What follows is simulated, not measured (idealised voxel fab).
Process module name: voxel self aligned vias
270 nm wide, 5 nm square cells: that's cross-section cut.
Each cross-section below is a grid of square cells, stated as bands in top-down order, with one or more rows of cells making up each band. This entry defines a band. It first specifies the height of the band's top and the height of its bottom in nm, and then specifies the band's materials from left to right, stating each material with its width in nm. The word "all across" identifies a single material that fills the band from edge to edge, while the word "empty" identifies empty space. Height datum 0, below which the as-received substrate wafer is one material. Lowest band open at the bottom, running downward: "0 -> down". Note: "30 to 40" means the width goes from the first number (top row of the band) to the second number (bottom row) in equal steps per row of cells. Step marked "no modification"? Then no cell in the cross-section changed in it. Look at "Voids, enclosed" for the closed voids: empty spaces with no open path to the top, sized 8 cells or up. Each is width x height at distance, distance from the left edge, all nm. That trailing text on a step's line, after the settings, is the simulator's own remark on the step. overlay nm: where the mask lay relative to plan, measured to the right, on steps with a mask; negatives go left.

# The steps planned for the process are as follows
- 1: RECEIVE with material Si
- 2: CONFORMAL_DEP with material SiO2, thk nm 15
- 3: CONFORMAL_DEP with material SiCN, thk nm 5
- 4: DIRECTIONAL_DEP with material SiO2, thk nm 20
- 5: DIRECTIONAL_DEP with material aC, thk nm 10
- 6: PATTERN with tone open, mask id LINES, material resist, width nm 30, pitch nm 70, thk nm 25, overlay nm 0
- 7: DIRECTIONAL_ETCH with etch materials aC, depth nm 10
- 8: STRIP with etch materials resist
- 9: DIRECTIONAL_ETCH with etch materials SiO2, depth nm 20
- 10: STRIP with etch materials aC
- 11: CONFORMAL_DEP with material TiN, thk nm 5
- 12: FILL_DEP with material Ru, thk nm 5
- 13: CMP with height nm 40
- 14: SELECTIVE_ETCH with etch materials W Ru TiN, depth nm 10
- 15: FILL_DEP with material SiN, thk nm 10
- 16: CMP with height nm 40
- 17: DIRECTIONAL_DEP with material SiO2, thk nm 20
- 18: PATTERN with tone open, mask id VIAS, material resist, width nm 50, thk nm 15, overlay nm 0
- 19: DIRECTIONAL_ETCH with etch materials SiO2, depth nm 20
- 20: DIRECTIONAL_ETCH with etch materials SiN, depth nm 10
- 21: STRIP with etch materials resist
- 22: CONFORMAL_DEP with material TiN, thk nm 5
- 23: FILL_DEP with material W, thk nm 10
- 24: CMP with height nm 60
- 25: CONFORMAL_DEP with material SiCN, thk nm 5

# Cross-section of the incoming wafer, state after step 1
    0 -> down | Si all across
    Voids, enclosed: none

# Wafer cross-section at module end: first of two, run to plan
    65 -> 60 | SiCN all across
    60 -> 45 | SiO2 75 nm; TiN 5 nm; W 40 nm; TiN 5 nm; SiO2 145 nm
    45 -> 40 | SiO2 75 nm; TiN 15 nm; W 20 nm; TiN 15 nm; SiO2 145 nm
    40 -> 35 | SiO2 85 nm; TiN 5 nm; W 20 nm; TiN 5 nm; SiO2 40 nm; SiN 30 nm; SiO2 85 nm
    35 -> 30 | SiO2 85 nm; TiN 30 nm; SiO2 40 nm; SiN 30 nm; SiO2 85 nm
    30 -> 25 | SiO2 85 nm; TiN 5 nm; Ru 20 nm; TiN 5 nm; SiO2 40 nm; TiN 5 nm; Ru 20 nm; TiN 5 nm; SiO2 85 nm
    25 -> 20 | SiO2 85 nm; TiN 30 nm; SiO2 40 nm; TiN 30 nm; SiO2 85 nm
    20 -> 15 | SiCN all across
    15 -> 0 | SiO2 all across
    0 -> down | Si all across
    Voids, enclosed: none

# Cross-section of the latter of the two wafers at module completion. It had an identical start and an identical plan to the former; in running it, one mistake was made
    65 -> 60 | SiCN all across
    60 -> 45 | SiO2 75 nm; TiN 5 nm; W 40 nm; TiN 5 nm; SiO2 145 nm
    45 -> 40 | SiO2 75 nm; TiN 15 nm; W 20 nm; TiN 15 nm; SiO2 145 nm
    40 -> 35 | SiO2 85 nm; TiN 5 nm; W 20 nm; TiN 5 nm; SiO2 40 nm; SiN 30 nm; SiO2 85 nm
    35 -> 30 | SiO2 85 nm; TiN 30 nm; SiO2 40 nm; SiN 30 nm; SiO2 85 nm
    30 -> 25 | SiO2 85 nm; TiN 5 nm; Ru 20 nm; TiN 5 nm; SiO2 40 nm; TiN 5 nm; Ru 20 nm; TiN 5 nm; SiO2 85 nm
    25 -> 20 | SiO2 85 nm; TiN 30 nm; SiO2 40 nm; TiN 30 nm; SiO2 85 nm
    20 -> 5 | SiO2 all across
    5 -> 0 | SiCN all across
    0 -> down | Si all across
    Voids, enclosed: none
what went wrong: steps 2 and 3 of the plan were run in the wrong order, each in the other's place
at the end the second wafer has, in cells: as many of each material as the first, in other places
